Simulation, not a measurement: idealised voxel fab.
The following process module bears the name voxel tone inversion.
The figure presents cross-section cut, which has a width of 220 nm and is divided into square cells with an edge length of 5 nm.
Cross-section format: a grid of square cells, given as bands from top to bottom; each band is one or more rows of cells. Basically the band line says how high the top is and how high the bottom is, in nm, and then what's in it from left to right, every material with its width in nm. Empty space shows up as "empty", and if a single material carries "edge to edge" it runs the full band edge to edge. Heights are measured from 0, the level below which the as-received wafer is all one material; the lowest band has no bottom and continues downward, written as in "z 0 and below". When a width is written as two numbers, as in "30->40", the first number is the width in the top row of cells of the band and the second is the width in its bottom row, and the width changes by the same amount from each row to the next. What does "remained unchanged" mean for a step? It means no cell of the cross-section changed in that step. Enclosed voids (no open way to top), threshold 8 cells or more, entry "Sealed void listing", notation width x height at distance, distance from left edge, nm. Formally, on a step line, whatever follows the settings is a remark that the simulator itself makes on the step. The optional step-line setting "overlay nm" applies to steps with a mask and quantifies how far to the right of its planned location the mask lay, a negative value indicating leftward placement.
LIST OF PLANNED PROCESS STEPS
1,RECEIVE (material Si)
2,CONFORMAL_DEP (material SiN; thk nm 10)
3,DIRECTIONAL_DEP (material polySi; thk nm 15)
4,PATTERN (tone cover; mask id POSTS; material resist; width nm 25; pitch nm 40; thk nm 20; overlay nm 0)
5,DIRECTIONAL_ETCH (etch materials polySi; depth nm 5)
6,STRIP (etch materials resist)
7,FILL_DEP (material SiO2; thk nm 10)
8,CMP (height nm 25)
9,STRIP (etch materials polySi)
Keep in mind the plan's value for the depth nm of step 5 comes from the first wafer; the wafers don't share that setting, but they do share the same starting point.
AFTER STEP 1, AS RECEIVED: FIRST OF SEVERAL WAFERS, CROSS-SECTION
- z 0 and below: Si edge to edge
- Sealed void listing: none
AFTER THE MODULE'S FINAL STEP, STEP 9: THE FIRST OF SEVERAL WAFERS IN CROSS-SECTION
- z 10 to 0: SiN edge to edge
- z 0 and below: Si edge to edge
- Sealed void listing: none
A CROSS-SECTION THROUGH THE LAST WAFER AT THE CLOSE OF THE MODULE
- z 25 to 10: SiO2: 55  empty: 25  SiO2: 15  empty: 25  SiO2: 15  empty: 25  SiO2: 60
- z 10 to 0: SiN edge to edge
- z 0 and below: Si edge to edge
- Sealed void listing: none
HEADS UP, THIS TABLE GOES WAFER BY WAFER. A ROW TELLS YOU, AT THE END OF THE MODULE, HOW MANY CELLS OF EACH MATERIAL THAT WAFER HAS PUT ON (+) OR DROPPED (-) SINCE IT WAS RECEIVED, AND THEN ITS CLOSED VOIDS
depth nm 5; +88 SiN; Sealed void listing: none
depth nm 10; +88 SiN; Sealed void listing: none
depth nm 15; +88 SiN; +87 SiO2; Sealed void listing: none
depth nm 20; +88 SiN; +87 SiO2; Sealed void listing: none
depth nm 25; +88 SiN; +87 SiO2; Sealed void listing: none
depth nm 30; +88 SiN; +87 SiO2; Sealed void listing: none
